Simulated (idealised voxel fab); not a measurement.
process module | voxel double patterning
Shown is cross-section cut, with a width of 205 nm and square cells of size 5 nm.
How to read a cross-section here: the picture is a grid of square cells, written as bands going from the top down, and any band can span one or more rows of cells. What a band's entry tells you: where the top is and where the bottom is, as heights in nm, and after that what lies inside, material by material from left to right, each with its width in nm. Empty space is written as the word "blank", and a single material marked with the word "full width" occupies the band from edge to edge. Below 0: as-received wafer, all one material; heights counted from there. Lowest band: no bottom, goes on down, written "0 down". Width "30..40": first value at the band's top row of cells, second value at its bottom row, equal change from row to row. Where the words "no change" appear for a step, the cross-section shows no cell changed by that step; every cell remained as before. Entry "Closed void catalog" = empty spaces >= 8 cells with no open way to the top; each as width x height at distance, distance from left edge, all nm. Note: text after step settings on the step line = simulator remark on that step. For masked steps, "overlay nm" on the step line gives how far right of plan the mask actually lay; a minus sign means it lay to the left.
-- Here's what the planned process steps look like
step 1: RECEIVE | material Si
step 2: CONFORMAL_DEP | material SiO2 | thk nm 10
step 3: DIRECTIONAL_DEP | material TiN | thk nm 15
step 4: DIRECTIONAL_DEP | material SiCN | thk nm 10
step 5: MASKED_ETCH | tone open | mask id FIRST | width nm 15 | pitch nm 50 | etch materials SiCN | depth nm 10 | overlay nm 0
step 6: MASKED_ETCH | tone open | mask id SECOND | width nm 15 | etch materials SiCN | depth nm 10 | overlay nm -15
step 7: DIRECTIONAL_ETCH | etch materials TiN | depth nm 15
step 8: STRIP | etch materials SiCN
The plan's step 6 overlay nm is the first wafer's value; the wafers differ in this setting and start identical.
-- Sectional view: first of several wafers, as received, after step 1
    0 down: Si full width
    Closed void catalog: none
-- Quick look at the cross-section of the first of several wafers after step 8, which wraps up the module
    25 to 10: TiN: 70, blank: 25, TiN: 25, blank: 15, TiN: 70
    10 to 0: SiO2 full width
    0 down: Si full width
    Closed void catalog: none
-- The module's end: a cross-section of the last wafer
    25 to 10: TiN: 70, blank: 15, TiN: 25, blank: 25, TiN: 70
    10 to 0: SiO2 full width
    0 down: Si full width
    Closed void catalog: none
-- For your reference, the table is organized with a row per wafer; each row reflects the wafer at the end of the module, indicating for each material the cells gained (+) or lost (-) since receipt, and thereafter its closed voids
overlay nm -15; +82 SiO2; +99 TiN; Closed void catalog: none
overlay nm -10; +82 SiO2; +96 TiN; Closed void catalog: none
overlay nm -5; +82 SiO2; +96 TiN; Closed void catalog: none
overlay nm 0; +82 SiO2; +96 TiN; Closed void catalog: none
overlay nm 5; +82 SiO2; +96 TiN; Closed void catalog: none
overlay nm 10; +82 SiO2; +96 TiN; Closed void catalog: none
overlay nm 15; +82 SiO2; +99 TiN; Closed void catalog: none
